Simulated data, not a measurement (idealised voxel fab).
The following process module bears the name voxel self aligned contacts.
In the cross-section labelled cut, the width is 270 nm and each square cell is 5 nm.
Square cells in a grid make up a cross-section in this document, and the grid is given as bands, listed from the top down, each one or more rows of cells.
Quick guide to a band line: top height, bottom height (nm) up front; then every material left to right with its width in nm. Only one material and it's marked "throughout"? Then it fills the band edge to edge. And "blank" just means empty space.
Note: height 0 marks the level under which the wafer is uniformly one material as received. Lowest band unbounded below, written "0..down".
Graded width ("30 to 40"): value in top row of band = first number; value in bottom row = second number; row-to-row change constant.
Where a step carries "no change occurred", the cross-section came out of it unchanged, cell for cell.
Empty spaces counting at least 8 cells and having no open way to the top are listed in "Enclosed internal voids". The notation width x height at distance is used for each, the distance being from the left edge and all three values in nm.
Step line, after settings: the simulator's comment on this step.
Each step line may optionally specify "overlay nm", which for a step with a mask gives the rightward distance between the mask's planned place and where it lay, a negative value indicating the leftward direction.
-- These are the steps we planned for the process
1: RECEIVE (material Si)
2: CONFORMAL_DEP (material SiO2; thk nm 5)
3: DIRECTIONAL_DEP (material polySi; thk nm 25)
4: DIRECTIONAL_DEP (material SiN; thk nm 25)
5: MASKED_ETCH (tone cover; mask id GATE; width nm 30; pitch nm 70; etch materials SiN; depth nm 25; overlay nm 0)
6: MASKED_ETCH (tone cover; mask id GATE; width nm 30; pitch nm 70; etch materials polySi; depth nm 25; overlay nm 0)
7: CONFORMAL_DEP (material SiN; thk nm 10)
8: DIRECTIONAL_ETCH (etch materials SiN; depth nm 10)
9: FILL_DEP (material SiO2; thk nm 15)
10: CMP (height nm 65)
11: MASKED_ETCH (tone open; mask id CONTACT; width nm 40; pitch nm 70; etch materials SiO2; depth nm 65; overlay nm 0)
12: CONFORMAL_DEP (material TiN; thk nm 5)
13: FILL_DEP (material W; thk nm 5)
14: CMP (height nm 65)
15: CONFORMAL_DEP (material SiN; thk nm 5)
The plan shows the width nm of step 11 as the first wafer had it; this setting differs between the wafers, which start out alike.
-- Cross-section, first of several wafers, as delivered after step 1
> 0..down  Si throughout
> Enclosed internal voids: none
-- Cross-section, first of several wafers, end of module, after last step 15
> 70..65  SiN throughout
> 65..55  80 of SiO2; 5 to 15 of TiN; 30 to 10 of W; 5 to 15 of TiN; 30 of SiO2; 5 to 15 of TiN; 30 to 10 of W; 5 to 15 of TiN; 80 of SiO2
> 55..30  40 of SiO2; 50 of SiN; 5 of TiN; 10 of W; 5 of TiN; 50 of SiN; 5 of TiN; 10 of W; 5 of TiN; 50 of SiN; 40 of SiO2
> 30..5  40 of SiO2; 10 of SiN; 30 of polySi; 10 of SiN; 5 of TiN; 10 of W; 5 of TiN; 10 of SiN; 30 of polySi; 10 of SiN; 5 of TiN; 10 of W; 5 of TiN; 10 of SiN; 30 of polySi; 10 of SiN; 40 of SiO2
> 5..0  90 of SiO2; 20 of TiN; 50 of SiO2; 20 of TiN; 90 of SiO2
> 0..down  Si throughout
> Enclosed internal voids: none
-- At the end of the module, the last of several wafers in cross-section
> 70..65  SiN throughout
> 65..55  75 of SiO2; 5 to 20 of TiN; 45 to 10 of W; 5 to 25 of TiN; 15 of SiO2; 5 to 20 of TiN; 45 to 10 of W; 5 to 25 of TiN; 70 of SiO2
> 55..30  40 of SiO2; 50 of SiN; 5 of TiN; 10 of W; 5 of TiN; 50 of SiN; 5 of TiN; 10 of W; 5 of TiN; 50 of SiN; 40 of SiO2
> 30..5  40 of SiO2; 10 of SiN; 30 of polySi; 10 of SiN; 5 of TiN; 10 of W; 5 of TiN; 10 of SiN; 30 of polySi; 10 of SiN; 5 of TiN; 10 of W; 5 of TiN; 10 of SiN; 30 of polySi; 10 of SiN; 40 of SiO2
> 5..0  90 of SiO2; 20 of TiN; 50 of SiO2; 20 of TiN; 90 of SiO2
> 0..down  Si throughout
> Enclosed internal voids: none
-- Below is a per-wafer table. In it, each row describes the wafer at the end of the module by giving, for each material, the number of cells gained (+) or lost (-) since the wafer was received, and after that the closed voids of the wafer
width nm 40; +264 SiN; +282 SiO2; +64 TiN; +56 W; +90 polySi; Enclosed internal voids: none
width nm 45; +264 SiN; +278 SiO2; +66 TiN; +58 W; +90 polySi; Enclosed internal voids: none
width nm 50; +264 SiN; +274 SiO2; +68 TiN; +60 W; +90 polySi; Enclosed internal voids: none
width nm 55; +264 SiN; +270 SiO2; +70 TiN; +62 W; +90 polySi; Enclosed internal voids: none
